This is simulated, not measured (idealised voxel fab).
Documented hereafter: the process module known as voxel capacitor over wiring.
cross-section cut | 195 nm wide | cells 5 nm
A cross-section in this document is a grid of square cells, and it is written down as bands, the top band listed before the ones below it; a band is made up of one or more rows of cells. Top height, bottom height, nm. Materials left to right, width each, nm. Single material + "throughout" = fills band edge to edge. "blank" = empty. Convention: height 0 is the level below which the wafer, as received, is all one material. The lowest band does not terminate at the bottom but continues downward, represented as "0 nm and below". It should be noted that a width expressed as "30->40" varies in equal increments from row to row of cells within the band, taking the value of the first number at the top row and that of the second number at the bottom row. "no modifications" -> step changed no cross-section cell. Entry "Closed void inventory" = empty spaces >= 8 cells with no open way to the top; each as width x height at distance, distance from left edge, all nm. Text after the settings on a step's line: the simulator's own remark on that step. overlay nm: where the mask lay relative to plan, measured to the right, on steps with a mask; negatives go left.
The following list gives the planned process steps
1) RECEIVE: material Si
2) CONFORMAL_DEP: material SiO2, thk nm 10
3) DIRECTIONAL_DEP: material TiN, thk nm 5
4) DIRECTIONAL_DEP: material W, thk nm 25
5) PATTERN: tone cover, mask id METAL_1, material resist, width nm 25, pitch nm 90, thk nm 15, overlay nm 0
6) DIRECTIONAL_ETCH: etch materials W, depth nm 25
7) DIRECTIONAL_ETCH: etch materials TiN, depth nm 5
8) STRIP: etch materials resist
9) CONFORMAL_DEP: material SiN, thk nm 5
10) FILL_DEP: material SiO2, thk nm 5
11) CMP: height nm 40
12) CONFORMAL_DEP: material SiCN, thk nm 5
13) DIRECTIONAL_DEP: material SiO2, thk nm 20
14) DIRECTIONAL_DEP: material aC, thk nm 15
15) PATTERN: tone open, mask id PLUG_1, material resist, width nm 15, thk nm 35, overlay nm 0
16) DIRECTIONAL_ETCH: etch materials aC, depth nm 15
17) STRIP: etch materials resist
18) DIRECTIONAL_ETCH: etch materials SiO2, depth nm 20
19) DIRECTIONAL_ETCH: etch materials SiCN, depth nm 5
20) STRIP: etch materials aC
21) EPI: material Ru, thk nm 10
22) EPI: material Ru, thk nm 10
23) EPI: material Ru, thk nm 5
24) DIRECTIONAL_DEP: material TiN, thk nm 5
25) DIRECTIONAL_DEP: material Al2O3, thk nm 5
26) DIRECTIONAL_DEP: material TiN, thk nm 10
27) MASKED_ETCH: tone cover, mask id UPPER_PLATE, width nm 70, etch materials TiN, depth nm 10, overlay nm 0
28) MASKED_ETCH: tone cover, mask id UPPER_PLATE, width nm 70, etch materials Al2O3, depth nm 5, overlay nm 0
29) MASKED_ETCH: tone cover, mask id LOWER_PLATE, width nm 80, etch materials TiN, depth nm 5, overlay nm 0
30) FILL_DEP: material SiO2, thk nm 20
31) CMP: height nm 100
32) MASKED_ETCH: tone open, mask id PLUG_2, width nm 15, etch materials SiO2, depth nm 15, overlay nm 0
33) CONFORMAL_DEP: material TiN, thk nm 5
34) FILL_DEP: material Ru, thk nm 5
35) CMP: height nm 100
36) CONFORMAL_DEP: material SiCN, thk nm 5
Concerning the first of two wafers, which was run in accordance with the plan
This is the cross-section of the wafer as we received it, i.e. after step 1
* 0 nm and below  Si throughout
* Closed void inventory: none
Sectional view: wafer, after step 2
* 10 nm to 0 nm  SiO2 throughout
* Unchanged below 0.
Sectional view: wafer, after step 3
* 15 nm to 10 nm  TiN throughout
* Unchanged below 10.
Sectional view: wafer, after step 4
* 40 nm to 15 nm  W throughout
* Unchanged below 15.
Sectional view: wafer, after step 5
* 55 nm to 40 nm  40 blank / 25 resist / 65 blank / 25 resist / 40 blank
* Unchanged below 40.
Sectional view: wafer, after step 6
* 55 nm to 40 nm  40 blank / 25 resist / 65 blank / 25 resist / 40 blank
* 40 nm to 15 nm  40 blank / 25 W / 65 blank / 25 W / 40 blank
* Unchanged below 15.
Sectional view: wafer, after step 7
* 55 nm to 40 nm  40 blank / 25 resist / 65 blank / 25 resist / 40 blank
* 40 nm to 15 nm  40 blank / 25 W / 65 blank / 25 W / 40 blank
* 15 nm to 10 nm  40 blank / 25 TiN / 65 blank / 25 TiN / 40 blank
* Unchanged below 10.
Sectional view: wafer, after step 8
* 40 nm to 15 nm  40 blank / 25 W / 65 blank / 25 W / 40 blank
* Unchanged below 15.
Sectional view: wafer, after step 9
* 45 nm to 40 nm  35 blank / 35 SiN / 55 blank / 35 SiN / 35 blank
* 40 nm to 15 nm  35 blank / 5 SiN / 25 W / 5 SiN / 55 blank / 5 SiN / 25 W / 5 SiN / 35 blank
* 15 nm to 10 nm  40 SiN / 25 TiN / 65 SiN / 25 TiN / 40 SiN
* Unchanged below 10.
Sectional view: wafer, after step 10
* 50 nm to 45 nm  SiO2 throughout
* 45 nm to 40 nm  35 SiO2 / 35 SiN / 55 SiO2 / 35 SiN / 35 SiO2
* 40 nm to 15 nm  35 SiO2 / 5 SiN / 25 W / 5 SiN / 55 SiO2 / 5 SiN / 25 W / 5 SiN / 35 SiO2
* Unchanged below 15.
Sectional view: wafer, after step 11
* 40 nm to 15 nm  35 SiO2 / 5 SiN / 25 W / 5 SiN / 55 SiO2 / 5 SiN / 25 W / 5 SiN / 35 SiO2
* Unchanged below 15.
Sectional view: wafer, after step 12
* 45 nm to 40 nm  SiCN throughout
* Unchanged below 40.
Sectional view: wafer, after step 13
* 65 nm to 45 nm  SiO2 throughout
* Unchanged below 45.
Sectional view: wafer, after step 14
* 80 nm to 65 nm  aC throughout
* Unchanged below 65.
Sectional view: wafer, after step 15
* 115 nm to 80 nm  50 resist / 15 blank / 130 resist
* Unchanged below 80.
Sectional view: wafer, after step 16
* 100 nm to 80 nm  50 resist / 15 blank / 130 resist
* 80 nm to 65 nm  50 aC / 15 blank / 130 aC
* Unchanged below 65.
Sectional view: wafer, after step 17
* 80 nm to 65 nm  50 aC / 15 blank / 130 aC
* Unchanged below 65.
Sectional view: wafer, after step 18
* 80 nm to 65 nm  50 aC / 15 blank / 130 aC
* 65 nm to 45 nm  50 SiO2 / 15 blank / 130 SiO2
* Unchanged below 45.
Sectional view: wafer, after step 19
* 80 nm to 65 nm  50 aC / 15 blank / 130 aC
* 65 nm to 45 nm  50 SiO2 / 15 blank / 130 SiO2
* 45 nm to 40 nm  50 SiCN / 15 blank / 130 SiCN
* Unchanged below 40.
Sectional view: wafer, after step 20
* 65 nm to 45 nm  50 SiO2 / 15 blank / 130 SiO2
* Unchanged below 45.
Sectional view: wafer, after step 21
* 65 nm to 50 nm  50 SiO2 / 15 blank / 130 SiO2
* 50 nm to 45 nm  50 SiO2 / 15 Ru / 130 SiO2
* 45 nm to 40 nm  50 SiCN / 15 Ru / 130 SiCN
* Unchanged below 40.
Sectional view: wafer, after step 22
* 65 nm to 60 nm  50 SiO2 / 15 blank / 130 SiO2
* 60 nm to 45 nm  50 SiO2 / 15 Ru / 130 SiO2
* Unchanged below 45.
Sectional view: wafer, after step 23
* 65 nm to 45 nm  50 SiO2 / 15 Ru / 130 SiO2
* Unchanged below 45.
Sectional view: wafer, after step 24
* 70 nm to 65 nm  TiN throughout
* Unchanged below 65.
Sectional view: wafer, after step 25
* 75 nm to 70 nm  Al2O3 throughout
* Unchanged below 70.
Sectional view: wafer, after step 26
* 85 nm to 75 nm  TiN throughout
* Unchanged below 75.
Sectional view: wafer, after step 27
* 85 nm to 75 nm  50 blank / 70 TiN / 75 blank
* Unchanged below 75.
Sectional view: wafer, after step 28
* 85 nm to 75 nm  50 blank / 70 TiN / 75 blank
* 75 nm to 70 nm  50 blank / 70 Al2O3 / 75 blank
* Unchanged below 70.
Sectional view: wafer, after step 29
* 85 nm to 75 nm  50 blank / 70 TiN / 75 blank
* 75 nm to 70 nm  50 blank / 70 Al2O3 / 75 blank
* 70 nm to 65 nm  45 blank / 80 TiN / 70 blank
* Unchanged below 65.
Sectional view: wafer, after step 30
* 105 nm to 85 nm  SiO2 throughout
* 85 nm to 75 nm  50 SiO2 / 70 TiN / 75 SiO2
* 75 nm to 70 nm  50 SiO2 / 70 Al2O3 / 75 SiO2
* 70 nm to 65 nm  45 SiO2 / 80 TiN / 70 SiO2
* Unchanged below 65.
Sectional view: wafer, after step 31
* 100 nm to 85 nm  SiO2 throughout
* Unchanged below 85.
Sectional view: wafer, after step 32
* 100 nm to 85 nm  60 SiO2 / 15 blank / 120 SiO2
* Unchanged below 85.
Sectional view: wafer, after step 33
* 105 nm to 100 nm  65 TiN / 5 blank / 125 TiN
* 100 nm to 90 nm  60 SiO2 / 5 TiN / 5 blank / 5 TiN / 120 SiO2
* 90 nm to 85 nm  60 SiO2 / 15 TiN / 120 SiO2
* Unchanged below 85.
Sectional view: wafer, after step 34
* 110 nm to 105 nm  Ru throughout
* 105 nm to 100 nm  65 TiN / 5 Ru / 125 TiN
* 100 nm to 90 nm  60 SiO2 / 5 TiN / 5 Ru / 5 TiN / 120 SiO2
* Unchanged below 90.
Sectional view: wafer, after step 35
* 100 nm to 90 nm  60 SiO2 / 5 TiN / 5 Ru / 5 TiN / 120 SiO2
* Unchanged below 90.
Sectional view: wafer, after step 36
* 105 nm to 100 nm  SiCN throughout
* Unchanged below 100.
The remaining wafer, second of the two, started like the first and was run to the same plan, except that one mistake was made along the way; the two coincide through step 35, inclusive
What the second wafer looks like in cross-section when step 36 should have wrapped up
* 115 nm to 100 nm  SiCN throughout
* Unchanged below 100.
Processing error: rather than as planned, step 36 actually ran as CONFORMAL_DEP: material SiCN, thk nm 15
Per the end-of-run cell counts, the second wafer holds more or fewer of some materials than the first: SiCN +78
